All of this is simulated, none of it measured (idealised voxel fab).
The name of this process module is voxel spacer lines.
235 nm wide, 5 nm square cells: that's cross-section cut.
Reading order for cross-sections: top band down to bottom band. Underlying form: a grid of square cells. Band size: one or more rows of cells.
The entry gives the band's vertical extent as a top height and a bottom height in nm, then its horizontal make-up as materials from left to right, each with a width in nm. "blank" stands for empty space; a single material marked "all across" fills the band edge to edge.
Note: height 0 marks the level under which the wafer is uniformly one material as received. Lowest band unbounded below, written "from 0 down".
You'd read "30 to 40" like this: the band's top row of cells is as wide as the first number, its bottom row is as wide as the second, and going down, every row changes width by the same amount as the row before did.
Where a step carries "same as before", the cross-section came out of it unchanged, cell for cell.
Heads up: "Enclosed cavities" only lists the empty pockets with no open path to the top that are 8 cells or more, and it writes them as width x height at distance, distance from the left edge, in nm.
Heads up: the bit after the settings on a step's line is the simulator's remark on that step.
"overlay nm" denotes, for a step that has a mask, the displacement of the mask to the right of its planned place, with negative values corresponding to the left.

Steps in the process plan:
1,RECEIVE (material Si)
2,CONFORMAL_DEP (material Al2O3; thk nm 10)
3,DIRECTIONAL_DEP (material SiN; thk nm 15)
4,DIRECTIONAL_DEP (material polySi; thk nm 20)
5,PATTERN (tone cover; mask id MANDREL; material resist; width nm 20; pitch nm 70; thk nm 25; overlay nm 0)
6,DIRECTIONAL_ETCH (etch materials polySi; depth nm 20)
7,STRIP (etch materials resist)
8,CONFORMAL_DEP (material SiO2; thk nm 15)
9,DIRECTIONAL_ETCH (etch materials SiO2; depth nm 15)
10,STRIP (etch materials polySi)
11,DIRECTIONAL_ETCH (etch materials SiN; depth nm 15)
12,STRIP (etch materials SiO2)
13,FILL_DEP (material lowk; thk nm 5)
14,CMP (height nm 25)

First of two wafers, processed according to plan:

As-received state of the wafer in cross-section, equivalent to post-step 1:
	from 0 down: Si all across
	Enclosed cavities: none

You're looking at a cross-section of the wafer after step 2:
	from 10 to 0: Al2O3 all across
	Lower than 0, everything is as it was.

You're looking at a cross-section of the wafer after step 3:
	from 25 to 10: SiN all across
	Lower than 10, everything is as it was.

You're looking at a cross-section of the wafer after step 4:
	from 45 to 25: polySi all across
	Lower than 25, everything is as it was.

You're looking at a cross-section of the wafer after step 5:
	from 70 to 45: blank (70); resist (20); blank (50); resist (20); blank (75)
	Lower than 45, everything is as it was.

You're looking at a cross-section of the wafer after step 6:
	from 70 to 45: blank (70); resist (20); blank (50); resist (20); blank (75)
	from 45 to 25: blank (70); polySi (20); blank (50); polySi (20); blank (75)
	Lower than 25, everything is as it was.

You're looking at a cross-section of the wafer after step 7:
	from 45 to 25: blank (70); polySi (20); blank (50); polySi (20); blank (75)
	Lower than 25, everything is as it was.

You're looking at a cross-section of the wafer after step 8:
	from 60 to 45: blank (55); SiO2 (50); blank (20); SiO2 (50); blank (60)
	from 45 to 40: blank (55); SiO2 (15); polySi (20); SiO2 (15); blank (20); SiO2 (15); polySi (20); SiO2 (15); blank (60)
	from 40 to 25: SiO2 (70); polySi (20); SiO2 (50); polySi (20); SiO2 (75)
	Lower than 25, everything is as it was.

You're looking at a cross-section of the wafer after step 9:
	from 45 to 25: blank (55); SiO2 (15); polySi (20); SiO2 (15); blank (20); SiO2 (15); polySi (20); SiO2 (15); blank (60)
	Lower than 25, everything is as it was.

You're looking at a cross-section of the wafer after step 10:
	from 45 to 25: blank (55); SiO2 (15); blank (20); SiO2 (15); blank (20); SiO2 (15); blank (20); SiO2 (15); blank (60)
	Lower than 25, everything is as it was.

You're looking at a cross-section of the wafer after step 11:
	from 45 to 25: blank (55); SiO2 (15); blank (20); SiO2 (15); blank (20); SiO2 (15); blank (20); SiO2 (15); blank (60)
	from 25 to 10: blank (55); SiN (15); blank (20); SiN (15); blank (20); SiN (15); blank (20); SiN (15); blank (60)
	Lower than 10, everything is as it was.

You're looking at a cross-section of the wafer after step 12:
	from 25 to 10: blank (55); SiN (15); blank (20); SiN (15); blank (20); SiN (15); blank (20); SiN (15); blank (60)
	Lower than 10, everything is as it was.

You're looking at a cross-section of the wafer after step 13:
	from 30 to 25: lowk all across
	from 25 to 10: lowk (55); SiN (15); lowk (20); SiN (15); lowk (20); SiN (15); lowk (20); SiN (15); lowk (60)
	Lower than 10, everything is as it was.

You're looking at a cross-section of the wafer after step 14:
	from 25 to 10: lowk (55); SiN (15); lowk (20); SiN (15); lowk (20); SiN (15); lowk (20); SiN (15); lowk (60)
	Lower than 10, everything is as it was.

Here the second wafer is described. Its start and its plan were those of the first wafer. Its run contained one mistake. Up to and including step 10, it did exactly what the first wafer did:

Cross-section of the second wafer corresponding to the planned conclusion of step 11:
	from 45 to 25: blank (55); SiO2 (15); blank (20); SiO2 (15); blank (20); SiO2 (15); blank (20); SiO2 (15); blank (60)
	from 25 to 10: blank (55); SiN (15); blank (20); SiN (15); blank (20); SiN (15); blank (20); SiN (15); blank (60)
	Lower than 10, everything is as it was.

Cross-section of the second wafer corresponding to the planned conclusion of step 12:
	from 25 to 10: blank (55); SiN (15); blank (20); SiN (15); blank (20); SiN (15); blank (20); SiN (15); blank (60)
	Lower than 10, everything is as it was.

Cross-section of the second wafer corresponding to the planned conclusion of step 13:
	from 30 to 25: lowk all across
	from 25 to 10: lowk (55); SiN (15); lowk (20); SiN (15); lowk (20); SiN (15); lowk (20); SiN (15); lowk (60)
	Lower than 10, everything is as it was.

Cross-section of the second wafer corresponding to the planned conclusion of step 14:
	from 25 to 10: lowk (55); SiN (15); lowk (20); SiN (15); lowk (20); SiN (15); lowk (20); SiN (15); lowk (60)
	Lower than 10, everything is as it was.
Where did the run depart from the plan? heads up, step 11 of the plan got done twice
at the end the two cross-sections are the same: no effect in what this model computes
